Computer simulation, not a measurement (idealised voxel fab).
process module | voxel capacitor over wiring
cross-section cut | 265 nm wide | cells 5 nm
A cross-section is a grid of square cells, given in bands from the top down. A band is one or more rows of cells.
Each band's line starts with the height of the band's top and of its bottom, in nm. Then come its materials from left to right, each with its width in nm. One material with "throughout" fills the band from edge to edge. "air" is empty space.
Height 0 is the level under which the wafer as received is all one material. The lowest band goes on downwards, as in "0 down".
A width such as "30 to 40" changes by the same amount from each row of cells to the next, from the band's top row to its bottom row.
"no change" after a step means that no cell of the cross-section changed.
closed voids: empty space of 8 cells or more with no open way to the top, each as width x height at its distance from the left edge, in nm
after a step's settings: what the simulator itself notes on the step
overlay nm, on a step with a mask: how far to the right of its planned place the mask lay; to the left if negative
plan
1 op RECEIVE | material Si
2 op CONFORMAL_DEP | material SiO2 | thk nm 10
3 op DIRECTIONAL_DEP | material TiN | thk nm 5
4 op DIRECTIONAL_DEP | material W | thk nm 20
5 op PATTERN | tone cover | mask id METAL_1 | material resist | width nm 25 | pitch nm 75 | thk nm 20 | overlay nm 0
6 op DIRECTIONAL_ETCH | etch materials W | depth nm 20
7 op DIRECTIONAL_ETCH | etch materials TiN | depth nm 5
8 op STRIP | etch materials resist
9 op FILL_DEP | material lowk | thk nm 10
10 op CMP | height nm 35
11 op CONFORMAL_DEP | material SiCN | thk nm 5
12 op DIRECTIONAL_DEP | material lowk | thk nm 20
13 op DIRECTIONAL_DEP | material aC | thk nm 15
14 op PATTERN | tone open | mask id PLUG_1 | material resist | width nm 15 | thk nm 30 | overlay nm 0
15 op DIRECTIONAL_ETCH | etch materials aC | depth nm 15
16 op STRIP | etch materials resist
17 op DIRECTIONAL_ETCH | etch materials lowk | depth nm 20
18 op DIRECTIONAL_ETCH | etch materials SiCN | depth nm 5
19 op STRIP | etch materials aC
20 op EPI | material Ru | thk nm 10
21 op EPI | material Ru | thk nm 10
22 op EPI | material Ru | thk nm 5
23 op DIRECTIONAL_DEP | material TiN | thk nm 5
24 op DIRECTIONAL_DEP | material SiN | thk nm 5
25 op DIRECTIONAL_DEP | material TiN | thk nm 10
26 op DIRECTIONAL_DEP | material aC | thk nm 15
27 op PATTERN | tone cover | mask id UPPER_PLATE | material resist | width nm 55 | thk nm 30 | overlay nm 0
28 op DIRECTIONAL_ETCH | etch materials aC | depth nm 15
29 op STRIP | etch materials resist
30 op DIRECTIONAL_ETCH | etch materials TiN | depth nm 10
31 op DIRECTIONAL_ETCH | etch materials SiN | depth nm 5
32 op STRIP | etch materials aC
33 op MASKED_ETCH | tone cover | mask id LOWER_PLATE | width nm 65 | etch materials TiN | depth nm 5 | overlay nm 0
34 op FILL_DEP | material SiO2 | thk nm 15
35 op CMP | height nm 90
36 op DIRECTIONAL_DEP | material aC | thk nm 15
37 op PATTERN | tone open | mask id PLUG_2 | material resist | width nm 15 | thk nm 30 | overlay nm 0
38 op DIRECTIONAL_ETCH | etch materials aC | depth nm 15
39 op STRIP | etch materials resist
40 op DIRECTIONAL_ETCH | etch materials SiO2 | depth nm 10
41 op STRIP | etch materials aC
42 op CONFORMAL_DEP | material TiN | thk nm 5
43 op FILL_DEP | material W | thk nm 10
44 op CMP | height nm 90
45 op CONFORMAL_DEP | material SiCN | thk nm 5
as received, after step 1
  0 down: Si throughout
  closed voids: none
first wafer at the end, as planned
  95 to 90: SiCN throughout
  90 to 85: SiO2 100 | TiN 5 | W 5 | TiN 5 | SiO2 150
  85 to 80: SiO2 100 | TiN 15 | SiO2 150
  80 to 70: SiO2 90 | TiN 55 | SiO2 120
  70 to 65: SiO2 90 | SiN 55 | SiO2 120
  65 to 60: SiO2 85 | TiN 65 | SiO2 115
  60 to 40: lowk 90 | Ru 15 | lowk 160
  40 to 35: SiCN 90 | Ru 15 | SiCN 160
  35 to 15: lowk 80 | W 25 | lowk 50 | W 25 | lowk 85
  15 to 10: lowk 80 | TiN 25 | lowk 50 | TiN 25 | lowk 85
  10 to 0: SiO2 throughout
  0 down: Si throughout
  closed voids: none
second wafer at the end: like start, like plan, one mistake
  90 to 85: SiCN throughout
  85 to 80: SiO2 100 | TiN 15 | SiO2 150
  80 to 70: SiO2 90 | TiN 55 | SiO2 120
  70 to 65: SiO2 90 | SiN 55 | SiO2 120
  65 to 60: SiO2 85 | TiN 65 | SiO2 115
  60 to 40: lowk 90 | Ru 15 | lowk 160
  40 to 35: SiCN 90 | Ru 15 | SiCN 160
  35 to 15: lowk 80 | W 25 | lowk 50 | W 25 | lowk 85
  15 to 10: lowk 80 | TiN 25 | lowk 50 | TiN 25 | lowk 85
  10 to 0: SiO2 throughout
  0 down: Si throughout
  closed voids: none
what went wrong: step 44 ran as: op CMP | height nm 85
at the end the second wafer has, in cells: 50 fewer of SiO2 | 2 fewer of TiN | 1 fewer of W
